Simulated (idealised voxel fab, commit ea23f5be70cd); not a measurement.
Process module heading - voxel plated lines
FYI the section here is cut, 225 nm wide, cells are 5 nm squares.
Cross-sections here: square-cell grids, written as top-down lists of bands, a band being one or more rows of cells. For a band, the entry starts with two heights in nm, that of the top and then that of the bottom, and carries on with the band's materials in order from left to right, each alongside its width in nm; the word "edge to edge" beside a single material means it fills the band edge to edge, and "blank" means empty space. Zero point of the height axis is 0; under it, received wafer = one material. Lowest band: continues down indefinitely, "0..down". Width: "30..40" (first number = top row, second number = bottom row, same change from row to row of cells). Any step labelled "same as before" changed none of the cells in the cross-section. In the "Closed cavity list" entry, you get each enclosed empty space of 8 cells or more, one with no open way to the top, written width x height at distance, distance from the left edge, in nm. Text after the settings on a step's line: the simulator's own remark on that step. Regarding "overlay nm": on a step with a mask, it is the distance the mask lay to the right of its planned place; a negative value places it to the left.
PROCESS STEPS FORESEEN IN THE PLAN
1. RECEIVE [material Si]
2. CONFORMAL_DEP [material Al2O3] [thk nm 10]
3. DIRECTIONAL_DEP [material TiN] [thk nm 5]
4. PATTERN [tone open] [mask id LINES] [material resist] [width nm 15] [pitch nm 35] [thk nm 40] [overlay nm 0]
5. EPI [material Ru] [thk nm 10]
6. EPI [material Ru] [thk nm 5]
7. EPI [material Ru] [thk nm 10]
8. STRIP [etch materials resist]
9. DIRECTIONAL_ETCH [etch materials TiN] [depth nm 5]
10. CONFORMAL_DEP [material SiN] [thk nm 5]
WHAT FOLLOWS COVERS THE FIRST OF TWO WAFERS; IT RAN AS PLANNED
CROSS-SECTION OF THE INCOMING WAFER, STATE AFTER STEP 1
0..down | Si edge to edge
Closed cavity list: none
CROSS-SECTION THROUGH THE WAFER, STEP 2 FINISHED
10..0 | Al2O3 edge to edge
Below a height of 0, the structure has not been altered.
CROSS-SECTION THROUGH THE WAFER, STEP 3 FINISHED
15..10 | TiN edge to edge
Below a height of 10, the structure has not been altered.
CROSS-SECTION THROUGH THE WAFER, STEP 4 FINISHED
55..15 | 85 of resist; 15 of blank; 20 of resist; 15 of blank; 90 of resist
Below a height of 15, the structure has not been altered.
CROSS-SECTION THROUGH THE WAFER, STEP 5 FINISHED
55..25 | 85 of resist; 15 of blank; 20 of resist; 15 of blank; 90 of resist
25..15 | 85 of resist; 15 of Ru; 20 of resist; 15 of Ru; 90 of resist
Below a height of 15, the structure has not been altered.
CROSS-SECTION THROUGH THE WAFER, STEP 6 FINISHED
55..30 | 85 of resist; 15 of blank; 20 of resist; 15 of blank; 90 of resist
30..15 | 85 of resist; 15 of Ru; 20 of resist; 15 of Ru; 90 of resist
Below a height of 15, the structure has not been altered.
CROSS-SECTION THROUGH THE WAFER, STEP 7 FINISHED
55..40 | 85 of resist; 15 of blank; 20 of resist; 15 of blank; 90 of resist
40..15 | 85 of resist; 15 of Ru; 20 of resist; 15 of Ru; 90 of resist
Below a height of 15, the structure has not been altered.
CROSS-SECTION THROUGH THE WAFER, STEP 8 FINISHED
40..15 | 85 of blank; 15 of Ru; 20 of blank; 15 of Ru; 90 of blank
Below a height of 15, the structure has not been altered.
CROSS-SECTION THROUGH THE WAFER, STEP 9 FINISHED
40..15 | 85 of blank; 15 of Ru; 20 of blank; 15 of Ru; 90 of blank
15..10 | 85 of blank; 15 of TiN; 20 of blank; 15 of TiN; 90 of blank
Below a height of 10, the structure has not been altered.
CROSS-SECTION THROUGH THE WAFER, STEP 10 FINISHED
45..40 | 80 of blank; 25 of SiN; 10 of blank; 25 of SiN; 85 of blank
40..15 | 80 of blank; 5 of SiN; 15 of Ru; 5 of SiN; 10 of blank; 5 of SiN; 15 of Ru; 5 of SiN; 85 of blank
15..10 | 85 of SiN; 15 of TiN; 20 of SiN; 15 of TiN; 90 of SiN
Below a height of 10, the structure has not been altered.
THE REMAINING WAFER, SECOND OF THE TWO, STARTED LIKE THE FIRST AND WAS RUN TO THE SAME PLAN, EXCEPT THAT ONE MISTAKE WAS MADE ALONG THE WAY; THE TWO COINCIDE THROUGH STEP 3, INCLUSIVE
SECOND WAFER SHOWN IN CROSS-SECTION AT THE TIME STEP 4 WAS SLATED TO END
55..15 | 85 of resist; 20 of blank; 15 of resist; 20 of blank; 85 of resist
Below a height of 15, the structure has not been altered.
SECOND WAFER SHOWN IN CROSS-SECTION AT THE TIME STEP 5 WAS SLATED TO END
55..25 | 85 of resist; 20 of blank; 15 of resist; 20 of blank; 85 of resist
25..15 | 85 of resist; 20 of Ru; 15 of resist; 20 of Ru; 85 of resist
Below a height of 15, the structure has not been altered.
SECOND WAFER SHOWN IN CROSS-SECTION AT THE TIME STEP 6 WAS SLATED TO END
55..30 | 85 of resist; 20 of blank; 15 of resist; 20 of blank; 85 of resist
30..15 | 85 of resist; 20 of Ru; 15 of resist; 20 of Ru; 85 of resist
Below a height of 15, the structure has not been altered.
SECOND WAFER SHOWN IN CROSS-SECTION AT THE TIME STEP 7 WAS SLATED TO END
55..40 | 85 of resist; 20 of blank; 15 of resist; 20 of blank; 85 of resist
40..15 | 85 of resist; 20 of Ru; 15 of resist; 20 of Ru; 85 of resist
Below a height of 15, the structure has not been altered.
SECOND WAFER SHOWN IN CROSS-SECTION AT THE TIME STEP 8 WAS SLATED TO END
40..15 | 85 of blank; 20 of Ru; 15 of blank; 20 of Ru; 85 of blank
Below a height of 15, the structure has not been altered.
SECOND WAFER SHOWN IN CROSS-SECTION AT THE TIME STEP 9 WAS SLATED TO END
40..15 | 85 of blank; 20 of Ru; 15 of blank; 20 of Ru; 85 of blank
15..10 | 85 of blank; 20 of TiN; 15 of blank; 20 of TiN; 85 of blank
Below a height of 10, the structure has not been altered.
SECOND WAFER SHOWN IN CROSS-SECTION AT THE TIME STEP 10 WAS SLATED TO END
45..40 | 80 of blank; 30 of SiN; 5 of blank; 30 of SiN; 80 of blank
40..15 | 80 of blank; 5 of SiN; 20 of Ru; 5 of SiN; 5 of blank; 5 of SiN; 20 of Ru; 5 of SiN; 80 of blank
15..10 | 85 of SiN; 20 of TiN; 15 of SiN; 20 of TiN; 85 of SiN
Below a height of 10, the structure has not been altered.
Deviation noted in wafer processing: so step 4 ended up running with a different setting than we planned, it ran as PATTERN [tone open] [mask id LINES] [material resist] [width nm 20] [pitch nm 35] [thk nm 40] [overlay nm 0]
Looking at both finished wafers in cells, the second ends up ahead of or behind the first on some materials: +10 Ru, +2 TiN
